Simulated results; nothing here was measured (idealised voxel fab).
process module | voxel transistor to metal
cross-section cut | 195 nm wide | cells 5 nm
A cross-section is a grid of square cells, given in bands from the top down. A band is one or more rows of cells.
Each band's line starts with the height of the band's top and of its bottom, in nm. Then come its materials from left to right, each with its width in nm. One material with "throughout" fills the band from edge to edge. "air" is empty space.
Height 0 is the level under which the wafer as received is all one material. The lowest band goes on downwards, as in "0 down".
A width such as "30 to 40" changes by the same amount from each row of cells to the next, from the band's top row to its bottom row.
"no change" after a step means that no cell of the cross-section changed.
closed voids: empty space of 8 cells or more with no open way to the top, each as width x height at its distance from the left edge, in nm
after a step's settings: what the simulator itself notes on the step
overlay nm, on a step with a mask: how far to the right of its planned place the mask lay; to the left if negative
plan
1 op RECEIVE | material Si
2 op CONFORMAL_DEP | material SiO2 | thk nm 5
3 op CONFORMAL_DEP | material SiN | thk nm 15
4 op DIRECTIONAL_DEP | material aC | thk nm 15
5 op PATTERN | tone cover | mask id ACTIVE | material resist | width nm 95 | thk nm 30 | overlay nm 0
6 op DIRECTIONAL_ETCH | etch materials aC | depth nm 15
7 op STRIP | etch materials resist
8 op DIRECTIONAL_ETCH | etch materials SiN | depth nm 15
9 op DIRECTIONAL_ETCH | etch materials SiO2 | depth nm 5
10 op DIRECTIONAL_ETCH | etch materials Si | depth nm 25
11 op STRIP | etch materials aC
12 op OXIDIZE | depth nm 5
13 op FILL_DEP | material SiO2 | thk nm 10
14 op CMP | height nm 20
15 op SELECTIVE_ETCH | etch materials SiO2 | depth nm 15
16 op STRIP | etch materials SiN
17 op SELECTIVE_ETCH | etch materials SiO2 | depth nm 5
18 op OXIDIZE | depth nm 5
19 op DIRECTIONAL_DEP | material polySi | thk nm 30
20 op DIRECTIONAL_DEP | material SiCN | thk nm 10
21 op MASKED_ETCH | tone cover | mask id GATE | width nm 25 | etch materials SiCN | depth nm 20 | overlay nm 0
22 op MASKED_ETCH | tone cover | mask id GATE | width nm 25 | etch materials polySi | depth nm 40 | overlay nm 0
23 op CONFORMAL_DEP | material SiO2 | thk nm 5
24 op DIRECTIONAL_ETCH | etch materials SiO2 | depth nm 5
25 op CONFORMAL_DEP | material SiN | thk nm 10
26 op DIRECTIONAL_ETCH | etch materials SiN | depth nm 10
27 op DIRECTIONAL_ETCH | etch materials SiO2 | depth nm 5
28 op DIRECTIONAL_ETCH | etch materials Si | depth nm 10
29 op EPI | material SiGe | thk nm 10
30 op FILL_DEP | material SiO2 | thk nm 5
31 op CMP | height nm 40
32 op DIRECTIONAL_DEP | material SiO2 | thk nm 15
33 op DIRECTIONAL_DEP | material aC | thk nm 10
34 op PATTERN | tone open | mask id CONTACT | material resist | width nm 15 | pitch nm 70 | thk nm 25 | overlay nm 0
35 op DIRECTIONAL_ETCH | etch materials aC | depth nm 10
36 op STRIP | etch materials resist
37 op DIRECTIONAL_ETCH | etch materials SiO2 | depth nm 60
38 op STRIP | etch materials aC
39 op CONFORMAL_DEP | material TiN | thk nm 5
40 op FILL_DEP | material Ru | thk nm 5
41 op CMP | height nm 55
42 op CONFORMAL_DEP | material SiN | thk nm 5
43 op DIRECTIONAL_DEP | material lowk | thk nm 20
44 op PATTERN | tone open | mask id METAL_1 | material resist | width nm 15 | pitch nm 70 | thk nm 20 | overlay nm 0
45 op DIRECTIONAL_ETCH | etch materials lowk | depth nm 20
46 op DIRECTIONAL_ETCH | etch materials SiN | depth nm 5
47 op STRIP | etch materials resist
48 op CONFORMAL_DEP | material TiN | thk nm 5
49 op FILL_DEP | material W | thk nm 10
50 op CMP | height nm 80
51 op CONFORMAL_DEP | material SiCN | thk nm 5
52 op DIRECTIONAL_DEP | material lowk | thk nm 35
53 op PATTERN | tone open | mask id METAL_2 | material resist | width nm 15 | pitch nm 70 | thk nm 15 | overlay nm 0
54 op DIRECTIONAL_ETCH | etch materials lowk | depth nm 20
55 op STRIP | etch materials resist
56 op PATTERN | tone open | mask id METAL_2_HOLES | material resist | width nm 15 | pitch nm 70 | thk nm 20 | overlay nm 0
57 op DIRECTIONAL_ETCH | etch materials lowk | depth nm 15
58 op DIRECTIONAL_ETCH | etch materials SiCN | depth nm 5
59 op STRIP | etch materials resist
60 op CONFORMAL_DEP | material TiN | thk nm 5
61 op FILL_DEP | material Cu | thk nm 5
62 op CMP | height nm 120
63 op CONFORMAL_DEP | material SiCN | thk nm 5
first wafer, as planned
as received, after step 1
  0 down: Si throughout
  closed voids: none
after step 2
  5 to 0: SiO2 throughout
  below 0: unchanged
after step 3
  20 to 5: SiN throughout
  below 5: unchanged
after step 4
  35 to 20: aC throughout
  below 20: unchanged
after step 5
  65 to 35: air 50 | resist 95 | air 50
  below 35: unchanged
after step 6
  50 to 35: air 50 | resist 95 | air 50
  35 to 20: air 50 | aC 95 | air 50
  below 20: unchanged
after step 7
  35 to 20: air 50 | aC 95 | air 50
  below 20: unchanged
after step 8
  35 to 20: air 50 | aC 95 | air 50
  20 to 5: air 50 | SiN 95 | air 50
  below 5: unchanged
after step 9
  35 to 20: air 50 | aC 95 | air 50
  20 to 5: air 50 | SiN 95 | air 50
  5 to 0: air 50 | SiO2 95 | air 50
  below 0: unchanged
after step 10
  35 to 20: air 50 | aC 95 | air 50
  20 to 5: air 50 | SiN 95 | air 50
  5 to 0: air 50 | SiO2 95 | air 50
  0 to -25: air 50 | Si 95 | air 50
  below -25: unchanged
after step 11
  20 to 5: air 50 | SiN 95 | air 50
  below 5: unchanged
after step 12
  20 to 5: air 50 | SiN 95 | air 50
  5 to 0: air 50 | SiO2 95 | air 50
  0 to -25: air 50 | SiO2 5 | Si 85 | SiO2 5 | air 50
  -25 to -30: SiO2 55 | Si 85 | SiO2 55
  below -30: unchanged
after step 13
  30 to 20: SiO2 throughout
  20 to 5: SiO2 50 | SiN 95 | SiO2 50
  5 to 0: SiO2 throughout
  0 to -30: SiO2 55 | Si 85 | SiO2 55
  below -30: unchanged
after step 14
  20 to 5: SiO2 50 | SiN 95 | SiO2 50
  below 5: unchanged
after step 15
  20 to 5: air 50 | SiN 95 | air 50
  below 5: unchanged
after step 16
  5 to 0: SiO2 throughout
  below 0: unchanged
after step 17
  0 to -30: SiO2 55 | Si 85 | SiO2 55
  below -30: unchanged
after step 18
  0 to -5: SiO2 throughout
  below -5: unchanged
after step 19
  30 to 0: polySi throughout
  below 0: unchanged
after step 20
  40 to 30: SiCN throughout
  below 30: unchanged
after step 21
  40 to 30: air 85 | SiCN 25 | air 85
  below 30: unchanged
after step 22
  40 to 30: air 85 | SiCN 25 | air 85
  30 to 0: air 85 | polySi 25 | air 85
  below 0: unchanged
after step 23
  45 to 40: air 80 | SiO2 35 | air 80
  40 to 30: air 80 | SiO2 5 | SiCN 25 | SiO2 5 | air 80
  30 to 5: air 80 | SiO2 5 | polySi 25 | SiO2 5 | air 80
  5 to 0: SiO2 85 | polySi 25 | SiO2 85
  below 0: unchanged
after step 24
  40 to 30: air 80 | SiO2 5 | SiCN 25 | SiO2 5 | air 80
  30 to 0: air 80 | SiO2 5 | polySi 25 | SiO2 5 | air 80
  below 0: unchanged
after step 25
  50 to 40: air 70 | SiN 55 | air 70
  40 to 30: air 70 | SiN 10 | SiO2 5 | SiCN 25 | SiO2 5 | SiN 10 | air 70
  30 to 10: air 70 | SiN 10 | SiO2 5 | polySi 25 | SiO2 5 | SiN 10 | air 70
  10 to 0: SiN 80 | SiO2 5 | polySi 25 | SiO2 5 | SiN 80
  below 0: unchanged
after step 26
  40 to 30: air 70 | SiN 10 | SiO2 5 | SiCN 25 | SiO2 5 | SiN 10 | air 70
  30 to 0: air 70 | SiN 10 | SiO2 5 | polySi 25 | SiO2 5 | SiN 10 | air 70
  below 0: unchanged
after step 27
  40 to 35: air 70 | SiN 10 | air 5 | SiCN 25 | air 5 | SiN 10 | air 70
  35 to 30: air 70 | SiN 10 | SiO2 5 | SiCN 25 | SiO2 5 | SiN 10 | air 70
  30 to 0: air 70 | SiN 10 | SiO2 5 | polySi 25 | SiO2 5 | SiN 10 | air 70
  0 to -5: air 70 | SiO2 55 | air 70
  below -5: unchanged
after step 28
  40 to 35: air 70 | SiN 10 | air 5 | SiCN 25 | air 5 | SiN 10 | air 70
  35 to 30: air 70 | SiN 10 | SiO2 5 | SiCN 25 | SiO2 5 | SiN 10 | air 70
  30 to 0: air 70 | SiN 10 | SiO2 5 | polySi 25 | SiO2 5 | SiN 10 | air 70
  0 to -5: air 70 | SiO2 55 | air 70
  -5 to -15: SiO2 55 | air 15 | Si 55 | air 15 | SiO2 55
  below -15: unchanged
after step 29
  40 to 35: air 70 | SiN 10 | air 5 | SiCN 25 | air 5 | SiN 10 | air 70
  35 to 30: air 70 | SiN 10 | SiO2 5 | SiCN 25 | SiO2 5 | SiN 10 | air 70
  30 to 5: air 70 | SiN 10 | SiO2 5 | polySi 25 | SiO2 5 | SiN 10 | air 70
  5 to 0: air 60 | SiGe 10 | SiN 10 | SiO2 5 | polySi 25 | SiO2 5 | SiN 10 | SiGe 10 | air 60
  0 to -5: air 60 | SiGe 10 | SiO2 55 | SiGe 10 | air 60
  -5 to -15: SiO2 55 | SiGe 15 | Si 55 | SiGe 15 | SiO2 55
  below -15: unchanged
after step 30
  45 to 40: SiO2 throughout
  40 to 30: SiO2 70 | SiN 10 | SiO2 5 | SiCN 25 | SiO2 5 | SiN 10 | SiO2 70
  30 to 5: SiO2 70 | SiN 10 | SiO2 5 | polySi 25 | SiO2 5 | SiN 10 | SiO2 70
  5 to 0: SiO2 60 | SiGe 10 | SiN 10 | SiO2 5 | polySi 25 | SiO2 5 | SiN 10 | SiGe 10 | SiO2 60
  0 to -5: SiO2 60 | SiGe 10 | SiO2 55 | SiGe 10 | SiO2 60
  below -5: unchanged
after step 31
  40 to 30: SiO2 70 | SiN 10 | SiO2 5 | SiCN 25 | SiO2 5 | SiN 10 | SiO2 70
  below 30: unchanged
after step 32
  55 to 40: SiO2 throughout
  below 40: unchanged
after step 33
  65 to 55: aC throughout
  below 55: unchanged
after step 34
  90 to 65: resist 55 | air 15 | resist 55 | air 15 | resist 55
  below 65: unchanged
after step 35
  80 to 65: resist 55 | air 15 | resist 55 | air 15 | resist 55
  65 to 55: aC 55 | air 15 | aC 55 | air 15 | aC 55
  below 55: unchanged
after step 36
  65 to 55: aC 55 | air 15 | aC 55 | air 15 | aC 55
  below 55: unchanged
after step 37
  65 to 55: aC 55 | air 15 | aC 55 | air 15 | aC 55
  55 to 40: SiO2 55 | air 15 | SiO2 55 | air 15 | SiO2 55
  40 to 30: SiO2 55 | air 15 | SiN 10 | SiO2 5 | SiCN 25 | SiO2 5 | SiN 10 | air 15 | SiO2 55
  30 to 5: SiO2 55 | air 15 | SiN 10 | SiO2 5 | polySi 25 | SiO2 5 | SiN 10 | air 15 | SiO2 55
  5 to 0: SiO2 55 | air 5 | SiGe 10 | SiN 10 | SiO2 5 | polySi 25 | SiO2 5 | SiN 10 | SiGe 10 | air 5 | SiO2 55
  0 to -5: SiO2 55 | air 5 | SiGe 10 | SiO2 55 | SiGe 10 | air 5 | SiO2 55
  below -5: unchanged
after step 38
  55 to 40: SiO2 55 | air 15 | SiO2 55 | air 15 | SiO2 55
  below 40: unchanged
after step 39
  60 to 55: TiN 60 | air 5 | TiN 65 | air 5 | TiN 60
  55 to 40: SiO2 55 | TiN 5 | air 5 | TiN 5 | SiO2 55 | TiN 5 | air 5 | TiN 5 | SiO2 55
  40 to 30: SiO2 55 | TiN 5 | air 5 | TiN 5 | SiN 10 | SiO2 5 | SiCN 25 | SiO2 5 | SiN 10 | TiN 5 | air 5 | TiN 5 | SiO2 55
  30 to 10: SiO2 55 | TiN 5 | air 5 | TiN 5 | SiN 10 | SiO2 5 | polySi 25 | SiO2 5 | SiN 10 | TiN 5 | air 5 | TiN 5 | SiO2 55
  10 to 5: SiO2 55 | TiN 15 | SiN 10 | SiO2 5 | polySi 25 | SiO2 5 | SiN 10 | TiN 15 | SiO2 55
  5 to 0: SiO2 55 | TiN 5 | SiGe 10 | SiN 10 | SiO2 5 | polySi 25 | SiO2 5 | SiN 10 | SiGe 10 | TiN 5 | SiO2 55
  0 to -5: SiO2 55 | TiN 5 | SiGe 10 | SiO2 55 | SiGe 10 | TiN 5 | SiO2 55
  below -5: unchanged
after step 40
  65 to 60: Ru throughout
  60 to 55: TiN 60 | Ru 5 | TiN 65 | Ru 5 | TiN 60
  55 to 40: SiO2 55 | TiN 5 | Ru 5 | TiN 5 | SiO2 55 | TiN 5 | Ru 5 | TiN 5 | SiO2 55
  40 to 30: SiO2 55 | TiN 5 | Ru 5 | TiN 5 | SiN 10 | SiO2 5 | SiCN 25 | SiO2 5 | SiN 10 | TiN 5 | Ru 5 | TiN 5 | SiO2 55
  30 to 10: SiO2 55 | TiN 5 | Ru 5 | TiN 5 | SiN 10 | SiO2 5 | polySi 25 | SiO2 5 | SiN 10 | TiN 5 | Ru 5 | TiN 5 | SiO2 55
  below 10: unchanged
after step 41
  55 to 40: SiO2 55 | TiN 5 | Ru 5 | TiN 5 | SiO2 55 | TiN 5 | Ru 5 | TiN 5 | SiO2 55
  below 40: unchanged
after step 42
  60 to 55: SiN throughout
  below 55: unchanged
after step 43
  80 to 60: lowk throughout
  below 60: unchanged
after step 44
  100 to 80: resist 55 | air 15 | resist 55 | air 15 | resist 55
  below 80: unchanged
after step 45
  100 to 80: resist 55 | air 15 | resist 55 | air 15 | resist 55
  80 to 60: lowk 55 | air 15 | lowk 55 | air 15 | lowk 55
  below 60: unchanged
after step 46
  100 to 80: resist 55 | air 15 | resist 55 | air 15 | resist 55
  80 to 60: lowk 55 | air 15 | lowk 55 | air 15 | lowk 55
  60 to 55: SiN 55 | air 15 | SiN 55 | air 15 | SiN 55
  below 55: unchanged
after step 47
  80 to 60: lowk 55 | air 15 | lowk 55 | air 15 | lowk 55
  below 60: unchanged
after step 48
  85 to 80: TiN 60 | air 5 | TiN 65 | air 5 | TiN 60
  80 to 60: lowk 55 | TiN 5 | air 5 | TiN 5 | lowk 55 | TiN 5 | air 5 | TiN 5 | lowk 55
  60 to 55: SiN 55 | TiN 15 | SiN 55 | TiN 15 | SiN 55
  below 55: unchanged
after step 49
  95 to 85: W throughout
  85 to 80: TiN 60 | W 5 | TiN 65 | W 5 | TiN 60
  80 to 60: lowk 55 | TiN 5 | W 5 | TiN 5 | lowk 55 | TiN 5 | W 5 | TiN 5 | lowk 55
  below 60: unchanged
after step 50
  80 to 60: lowk 55 | TiN 5 | W 5 | TiN 5 | lowk 55 | TiN 5 | W 5 | TiN 5 | lowk 55
  below 60: unchanged
after step 51
  85 to 80: SiCN throughout
  below 80: unchanged
after step 52
  120 to 85: lowk throughout
  below 85: unchanged
after step 53
  135 to 120: resist 55 | air 15 | resist 55 | air 15 | resist 55
  below 120: unchanged
after step 54
  135 to 120: resist 55 | air 15 | resist 55 | air 15 | resist 55
  120 to 100: lowk 55 | air 15 | lowk 55 | air 15 | lowk 55
  below 100: unchanged
after step 55
  120 to 100: lowk 55 | air 15 | lowk 55 | air 15 | lowk 55
  below 100: unchanged
after step 56
  140 to 120: resist 55 | air 15 | resist 55 | air 15 | resist 55
  below 120: unchanged
after step 57
  140 to 120: resist 55 | air 15 | resist 55 | air 15 | resist 55
  120 to 85: lowk 55 | air 15 | lowk 55 | air 15 | lowk 55
  below 85: unchanged
after step 58
  140 to 120: resist 55 | air 15 | resist 55 | air 15 | resist 55
  120 to 85: lowk 55 | air 15 | lowk 55 | air 15 | lowk 55
  85 to 80: SiCN 55 | air 15 | SiCN 55 | air 15 | SiCN 55
  below 80: unchanged
after step 59
  120 to 85: lowk 55 | air 15 | lowk 55 | air 15 | lowk 55
  below 85: unchanged
after step 60
  125 to 120: TiN 60 | air 5 | TiN 65 | air 5 | TiN 60
  120 to 85: lowk 55 | TiN 5 | air 5 | TiN 5 | lowk 55 | TiN 5 | air 5 | TiN 5 | lowk 55
  85 to 80: SiCN 55 | TiN 15 | SiCN 55 | TiN 15 | SiCN 55
  below 80: unchanged
after step 61
  130 to 125: Cu throughout
  125 to 120: TiN 60 | Cu 5 | TiN 65 | Cu 5 | TiN 60
  120 to 85: lowk 55 | TiN 5 | Cu 5 | TiN 5 | lowk 55 | TiN 5 | Cu 5 | TiN 5 | lowk 55
  below 85: unchanged
after step 62
  120 to 85: lowk 55 | TiN 5 | Cu 5 | TiN 5 | lowk 55 | TiN 5 | Cu 5 | TiN 5 | lowk 55
  below 85: unchanged
after step 63
  125 to 120: SiCN throughout
  below 120: unchanged
second wafer: like start, like plan, one mistake. Through step 14 it matches the first wafer
when step 15 should have ended
  20 to 5: SiO2 50 | air 95 | SiO2 50
  below 5: unchanged
when step 16 should have ended
  5 to 0: SiO2 35 | air 125 | SiO2 35
  0 to -10: SiO2 35 | air 20 | Si 85 | air 20 | SiO2 35
  below -10: unchanged
when step 17 should have ended
  0 to -15: SiO2 30 | air 25 | Si 85 | air 25 | SiO2 30
  below -15: unchanged
when step 18 should have ended
  0 to -5: SiO2 30 | air 25 | SiO2 85 | air 25 | SiO2 30
  -5 to -15: SiO2 30 | air 25 | SiO2 5 | Si 75 | SiO2 5 | air 25 | SiO2 30
  -15 to -20: SiO2 60 | Si 75 | SiO2 60
  below -20: unchanged
when step 19 should have ended
  30 to 15: polySi 30 | air 25 | polySi 85 | air 25 | polySi 30
  15 to 0: polySi throughout
  0 to -5: SiO2 30 | polySi 25 | SiO2 85 | polySi 25 | SiO2 30
  -5 to -15: SiO2 30 | polySi 25 | SiO2 5 | Si 75 | SiO2 5 | polySi 25 | SiO2 30
  below -15: unchanged
when step 20 should have ended
  40 to 30: SiCN 30 | air 25 | SiCN 85 | air 25 | SiCN 30
  30 to 25: polySi 30 | air 25 | polySi 85 | air 25 | polySi 30
  25 to 15: polySi 30 | SiCN 25 | polySi 85 | SiCN 25 | polySi 30
  below 15: unchanged
when step 21 should have ended
  40 to 30: air 85 | SiCN 25 | air 85
  30 to 15: polySi 30 | air 25 | polySi 85 | air 25 | polySi 30
  below 15: unchanged
when step 22 should have ended
  40 to 30: air 85 | SiCN 25 | air 85
  30 to 0: air 85 | polySi 25 | air 85
  0 to -5: SiO2 30 | air 25 | SiO2 85 | air 25 | SiO2 30
  -5 to -15: SiO2 30 | air 25 | SiO2 5 | Si 75 | SiO2 5 | air 25 | SiO2 30
  below -15: unchanged
when step 23 should have ended
  45 to 40: air 80 | SiO2 35 | air 80
  40 to 30: air 80 | SiO2 5 | SiCN 25 | SiO2 5 | air 80
  30 to 5: air 80 | SiO2 5 | polySi 25 | SiO2 5 | air 80
  5 to 0: SiO2 35 | air 15 | SiO2 35 | polySi 25 | SiO2 35 | air 15 | SiO2 35
  0 to -5: SiO2 35 | air 15 | SiO2 95 | air 15 | SiO2 35
  -5 to -10: SiO2 35 | air 15 | SiO2 10 | Si 75 | SiO2 10 | air 15 | SiO2 35
  -10 to -20: SiO2 60 | Si 75 | SiO2 60
  below -20: unchanged
when step 24 should have ended
  40 to 30: air 80 | SiO2 5 | SiCN 25 | SiO2 5 | air 80
  30 to 0: air 80 | SiO2 5 | polySi 25 | SiO2 5 | air 80
  0 to -5: SiO2 35 | air 15 | SiO2 95 | air 15 | SiO2 35
  -5 to -15: SiO2 35 | air 15 | SiO2 10 | Si 75 | SiO2 10 | air 15 | SiO2 35
  below -15: unchanged
when step 25 should have ended
  50 to 40: air 70 | SiN 55 | air 70
  40 to 30: air 70 | SiN 10 | SiO2 5 | SiCN 25 | SiO2 5 | SiN 10 | air 70
  30 to 10: air 70 | SiN 10 | SiO2 5 | polySi 25 | SiO2 5 | SiN 10 | air 70
  10 to 0: SiN 80 | SiO2 5 | polySi 25 | SiO2 5 | SiN 80
  0 to -5: SiO2 35 | SiN 15 | SiO2 95 | SiN 15 | SiO2 35
  -5 to -15: SiO2 35 | SiN 15 | SiO2 10 | Si 75 | SiO2 10 | SiN 15 | SiO2 35
  below -15: unchanged
when step 26 should have ended
  40 to 30: air 70 | SiN 10 | SiO2 5 | SiCN 25 | SiO2 5 | SiN 10 | air 70
  30 to 0: air 70 | SiN 10 | SiO2 5 | polySi 25 | SiO2 5 | SiN 10 | air 70
  below 0: unchanged
when step 27 should have ended
  40 to 35: air 70 | SiN 10 | air 5 | SiCN 25 | air 5 | SiN 10 | air 70
  35 to 30: air 70 | SiN 10 | SiO2 5 | SiCN 25 | SiO2 5 | SiN 10 | air 70
  30 to 0: air 70 | SiN 10 | SiO2 5 | polySi 25 | SiO2 5 | SiN 10 | air 70
  0 to -5: air 35 | SiN 15 | air 20 | SiO2 55 | air 20 | SiN 15 | air 35
  below -5: unchanged
when step 28 should have ended
  40 to 35: air 70 | SiN 10 | air 5 | SiCN 25 | air 5 | SiN 10 | air 70
  35 to 30: air 70 | SiN 10 | SiO2 5 | SiCN 25 | SiO2 5 | SiN 10 | air 70
  30 to 0: air 70 | SiN 10 | SiO2 5 | polySi 25 | SiO2 5 | SiN 10 | air 70
  0 to -5: air 35 | SiN 15 | air 20 | SiO2 55 | air 20 | SiN 15 | air 35
  -5 to -15: SiO2 35 | SiN 15 | SiO2 10 | air 10 | Si 55 | air 10 | SiO2 10 | SiN 15 | SiO2 35
  below -15: unchanged
when step 29 should have ended
  40 to 35: air 70 | SiN 10 | air 5 | SiCN 25 | air 5 | SiN 10 | air 70
  35 to 30: air 70 | SiN 10 | SiO2 5 | SiCN 25 | SiO2 5 | SiN 10 | air 70
  30 to 5: air 70 | SiN 10 | SiO2 5 | polySi 25 | SiO2 5 | SiN 10 | air 70
  5 to 0: air 60 | SiGe 10 | SiN 10 | SiO2 5 | polySi 25 | SiO2 5 | SiN 10 | SiGe 10 | air 60
  0 to -5: air 35 | SiN 15 | air 10 | SiGe 10 | SiO2 55 | SiGe 10 | air 10 | SiN 15 | air 35
  -5 to -15: SiO2 35 | SiN 15 | SiO2 10 | SiGe 10 | Si 55 | SiGe 10 | SiO2 10 | SiN 15 | SiO2 35
  below -15: unchanged
when step 30 should have ended
  45 to 40: SiO2 throughout
  40 to 30: SiO2 70 | SiN 10 | SiO2 5 | SiCN 25 | SiO2 5 | SiN 10 | SiO2 70
  30 to 5: SiO2 70 | SiN 10 | SiO2 5 | polySi 25 | SiO2 5 | SiN 10 | SiO2 70
  5 to 0: SiO2 60 | SiGe 10 | SiN 10 | SiO2 5 | polySi 25 | SiO2 5 | SiN 10 | SiGe 10 | SiO2 60
  0 to -5: SiO2 35 | SiN 15 | SiO2 10 | SiGe 10 | SiO2 55 | SiGe 10 | SiO2 10 | SiN 15 | SiO2 35
  below -5: unchanged
when step 31 should have ended
  40 to 30: SiO2 70 | SiN 10 | SiO2 5 | SiCN 25 | SiO2 5 | SiN 10 | SiO2 70
  below 30: unchanged
when step 32 should have ended
  55 to 40: SiO2 throughout
  below 40: unchanged
when step 33 should have ended
  65 to 55: aC throughout
  below 55: unchanged
when step 34 should have ended
  90 to 65: resist 55 | air 15 | resist 55 | air 15 | resist 55
  below 65: unchanged
when step 35 should have ended
  80 to 65: resist 55 | air 15 | resist 55 | air 15 | resist 55
  65 to 55: aC 55 | air 15 | aC 55 | air 15 | aC 55
  below 55: unchanged
when step 36 should have ended
  65 to 55: aC 55 | air 15 | aC 55 | air 15 | aC 55
  below 55: unchanged
when step 37 should have ended
  65 to 55: aC 55 | air 15 | aC 55 | air 15 | aC 55
  55 to 40: SiO2 55 | air 15 | SiO2 55 | air 15 | SiO2 55
  40 to 30: SiO2 55 | air 15 | SiN 10 | SiO2 5 | SiCN 25 | SiO2 5 | SiN 10 | air 15 | SiO2 55
  30 to 5: SiO2 55 | air 15 | SiN 10 | SiO2 5 | polySi 25 | SiO2 5 | SiN 10 | air 15 | SiO2 55
  5 to 0: SiO2 55 | air 5 | SiGe 10 | SiN 10 | SiO2 5 | polySi 25 | SiO2 5 | SiN 10 | SiGe 10 | air 5 | SiO2 55
  0 to -5: SiO2 35 | SiN 15 | SiO2 5 | air 5 | SiGe 10 | SiO2 55 | SiGe 10 | air 5 | SiO2 5 | SiN 15 | SiO2 35
  below -5: unchanged
when step 38 should have ended
  55 to 40: SiO2 55 | air 15 | SiO2 55 | air 15 | SiO2 55
  below 40: unchanged
when step 39 should have ended
  60 to 55: TiN 60 | air 5 | TiN 65 | air 5 | TiN 60
  55 to 40: SiO2 55 | TiN 5 | air 5 | TiN 5 | SiO2 55 | TiN 5 | air 5 | TiN 5 | SiO2 55
  40 to 30: SiO2 55 | TiN 5 | air 5 | TiN 5 | SiN 10 | SiO2 5 | SiCN 25 | SiO2 5 | SiN 10 | TiN 5 | air 5 | TiN 5 | SiO2 55
  30 to 10: SiO2 55 | TiN 5 | air 5 | TiN 5 | SiN 10 | SiO2 5 | polySi 25 | SiO2 5 | SiN 10 | TiN 5 | air 5 | TiN 5 | SiO2 55
  10 to 5: SiO2 55 | TiN 15 | SiN 10 | SiO2 5 | polySi 25 | SiO2 5 | SiN 10 | TiN 15 | SiO2 55
  5 to 0: SiO2 55 | TiN 5 | SiGe 10 | SiN 10 | SiO2 5 | polySi 25 | SiO2 5 | SiN 10 | SiGe 10 | TiN 5 | SiO2 55
  0 to -5: SiO2 35 | SiN 15 | SiO2 5 | TiN 5 | SiGe 10 | SiO2 55 | SiGe 10 | TiN 5 | SiO2 5 | SiN 15 | SiO2 35
  below -5: unchanged
when step 40 should have ended
  65 to 60: Ru throughout
  60 to 55: TiN 60 | Ru 5 | TiN 65 | Ru 5 | TiN 60
  55 to 40: SiO2 55 | TiN 5 | Ru 5 | TiN 5 | SiO2 55 | TiN 5 | Ru 5 | TiN 5 | SiO2 55
  40 to 30: SiO2 55 | TiN 5 | Ru 5 | TiN 5 | SiN 10 | SiO2 5 | SiCN 25 | SiO2 5 | SiN 10 | TiN 5 | Ru 5 | TiN 5 | SiO2 55
  30 to 10: SiO2 55 | TiN 5 | Ru 5 | TiN 5 | SiN 10 | SiO2 5 | polySi 25 | SiO2 5 | SiN 10 | TiN 5 | Ru 5 | TiN 5 | SiO2 55
  below 10: unchanged
when step 41 should have ended
  55 to 40: SiO2 55 | TiN 5 | Ru 5 | TiN 5 | SiO2 55 | TiN 5 | Ru 5 | TiN 5 | SiO2 55
  below 40: unchanged
when step 42 should have ended
  60 to 55: SiN throughout
  below 55: unchanged
when step 43 should have ended
  80 to 60: lowk throughout
  below 60: unchanged
when step 44 should have ended
  100 to 80: resist 55 | air 15 | resist 55 | air 15 | resist 55
  below 80: unchanged
when step 45 should have ended
  100 to 80: resist 55 | air 15 | resist 55 | air 15 | resist 55
  80 to 60: lowk 55 | air 15 | lowk 55 | air 15 | lowk 55
  below 60: unchanged
when step 46 should have ended
  100 to 80: resist 55 | air 15 | resist 55 | air 15 | resist 55
  80 to 60: lowk 55 | air 15 | lowk 55 | air 15 | lowk 55
  60 to 55: SiN 55 | air 15 | SiN 55 | air 15 | SiN 55
  below 55: unchanged
when step 47 should have ended
  80 to 60: lowk 55 | air 15 | lowk 55 | air 15 | lowk 55
  below 60: unchanged
when step 48 should have ended
  85 to 80: TiN 60 | air 5 | TiN 65 | air 5 | TiN 60
  80 to 60: lowk 55 | TiN 5 | air 5 | TiN 5 | lowk 55 | TiN 5 | air 5 | TiN 5 | lowk 55
  60 to 55: SiN 55 | TiN 15 | SiN 55 | TiN 15 | SiN 55
  below 55: unchanged
when step 49 should have ended
  95 to 85: W throughout
  85 to 80: TiN 60 | W 5 | TiN 65 | W 5 | TiN 60
  80 to 60: lowk 55 | TiN 5 | W 5 | TiN 5 | lowk 55 | TiN 5 | W 5 | TiN 5 | lowk 55
  below 60: unchanged
when step 50 should have ended
  80 to 60: lowk 55 | TiN 5 | W 5 | TiN 5 | lowk 55 | TiN 5 | W 5 | TiN 5 | lowk 55
  below 60: unchanged
when step 51 should have ended
  85 to 80: SiCN throughout
  below 80: unchanged
when step 52 should have ended
  120 to 85: lowk throughout
  below 85: unchanged
when step 53 should have ended
  135 to 120: resist 55 | air 15 | resist 55 | air 15 | resist 55
  below 120: unchanged
when step 54 should have ended
  135 to 120: resist 55 | air 15 | resist 55 | air 15 | resist 55
  120 to 100: lowk 55 | air 15 | lowk 55 | air 15 | lowk 55
  below 100: unchanged
when step 55 should have ended
  120 to 100: lowk 55 | air 15 | lowk 55 | air 15 | lowk 55
  below 100: unchanged
when step 56 should have ended
  140 to 120: resist 55 | air 15 | resist 55 | air 15 | resist 55
  below 120: unchanged
when step 57 should have ended
  140 to 120: resist 55 | air 15 | resist 55 | air 15 | resist 55
  120 to 85: lowk 55 | air 15 | lowk 55 | air 15 | lowk 55
  below 85: unchanged
when step 58 should have ended
  140 to 120: resist 55 | air 15 | resist 55 | air 15 | resist 55
  120 to 85: lowk 55 | air 15 | lowk 55 | air 15 | lowk 55
  85 to 80: SiCN 55 | air 15 | SiCN 55 | air 15 | SiCN 55
  below 80: unchanged
when step 59 should have ended
  120 to 85: lowk 55 | air 15 | lowk 55 | air 15 | lowk 55
  below 85: unchanged
when step 60 should have ended
  125 to 120: TiN 60 | air 5 | TiN 65 | air 5 | TiN 60
  120 to 85: lowk 55 | TiN 5 | air 5 | TiN 5 | lowk 55 | TiN 5 | air 5 | TiN 5 | lowk 55
  85 to 80: SiCN 55 | TiN 15 | SiCN 55 | TiN 15 | SiCN 55
  below 80: unchanged
when step 61 should have ended
  130 to 125: Cu throughout
  125 to 120: TiN 60 | Cu 5 | TiN 65 | Cu 5 | TiN 60
  120 to 85: lowk 55 | TiN 5 | Cu 5 | TiN 5 | lowk 55 | TiN 5 | Cu 5 | TiN 5 | lowk 55
  below 85: unchanged
when step 62 should have ended
  120 to 85: lowk 55 | TiN 5 | Cu 5 | TiN 5 | lowk 55 | TiN 5 | Cu 5 | TiN 5 | lowk 55
  below 85: unchanged
when step 63 should have ended
  125 to 120: SiCN throughout
  below 120: unchanged
what went wrong: steps 15 and 16 were swapped
at the end the second wafer has, in cells: 2 fewer of Si | 4 fewer of SiGe | 18 more of SiN | 12 fewer of SiO2
